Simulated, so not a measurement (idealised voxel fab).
process module | voxel gate over fins
cross-section cut | 195 nm wide | cells 5 nm
A cross-section is a grid of square cells, given in bands from the top down. A band is one or more rows of cells.
Each band's line starts with the height of the band's top and of its bottom, in nm. Then come its materials from left to right, each with its width in nm. One material with "throughout" fills the band from edge to edge. "air" is empty space.
Height 0 is the level under which the wafer as received is all one material. The lowest band goes on downwards, as in "0 down".
A width such as "30 to 40" changes by the same amount from each row of cells to the next, from the band's top row to its bottom row.
"no change" after a step means that no cell of the cross-section changed.
closed voids: empty space of 8 cells or more with no open way to the top, each as width x height at its distance from the left edge, in nm
after a step's settings: what the simulator itself notes on the step
overlay nm, on a step with a mask: how far to the right of its planned place the mask lay; to the left if negative
plan
1 op RECEIVE | material Si
2 op CONFORMAL_DEP | material SiN | thk nm 5
3 op PATTERN | tone cover | mask id FINS | material resist | width nm 15 | pitch nm 45 | thk nm 20 | overlay nm 0
4 op DIRECTIONAL_ETCH | etch materials SiN | depth nm 5
5 op DIRECTIONAL_ETCH | etch materials Si | depth nm 30
6 op STRIP | etch materials resist
7 op OXIDIZE | depth nm 5
8 op FILL_DEP | material SiO2 | thk nm 5
9 op CMP | height nm 5
10 op SELECTIVE_ETCH | etch materials SiO2 | depth nm 20
11 op STRIP | etch materials SiN
12 op CONFORMAL_DEP | material HfO2 | thk nm 5
13 op CONFORMAL_DEP | material TiN | thk nm 5
14 op FILL_DEP | material W | thk nm 10
15 op CMP | height nm 15
16 op CONFORMAL_DEP | material SiN | thk nm 10
as received, after step 1
  0 down: Si throughout
  closed voids: none
a wafer at the end: this start, this plan, one mistake
  25 to 15: SiN throughout
  15 to 5: W throughout
  5 to 0: W 15 | TiN 25 | W 20 | TiN 25 | W 20 | TiN 25 | W 20 | TiN 25 | W 20
  0 to -5: W 15 | TiN 5 | HfO2 15 | TiN 5 | W 20 | TiN 5 | HfO2 15 | TiN 5 | W 20 | TiN 5 | HfO2 15 | TiN 5 | W 20 | TiN 5 | HfO2 15 | TiN 5 | W 20
  -5 to -15: W 15 | TiN 5 | HfO2 5 | Si 5 | HfO2 5 | TiN 5 | W 20 | TiN 5 | HfO2 5 | Si 5 | HfO2 5 | TiN 5 | W 20 | TiN 5 | HfO2 5 | Si 5 | HfO2 5 | TiN 5 | W 20 | TiN 5 | HfO2 5 | Si 5 | HfO2 5 | TiN 5 | W 20
  -15 to -20: TiN 20 | HfO2 5 | Si 5 | HfO2 5 | TiN 30 | HfO2 5 | Si 5 | HfO2 5 | TiN 30 | HfO2 5 | Si 5 | HfO2 5 | TiN 30 | HfO2 5 | Si 5 | HfO2 5 | TiN 25
  -20 to -25: HfO2 25 | Si 5 | HfO2 40 | Si 5 | HfO2 40 | Si 5 | HfO2 40 | Si 5 | HfO2 30
  -25 to -35: SiO2 25 | Si 5 | SiO2 40 | Si 5 | SiO2 40 | Si 5 | SiO2 40 | Si 5 | SiO2 30
  -35 down: Si throughout
  closed voids: none
what went wrong: step 9 ran as: op CMP | height nm -5
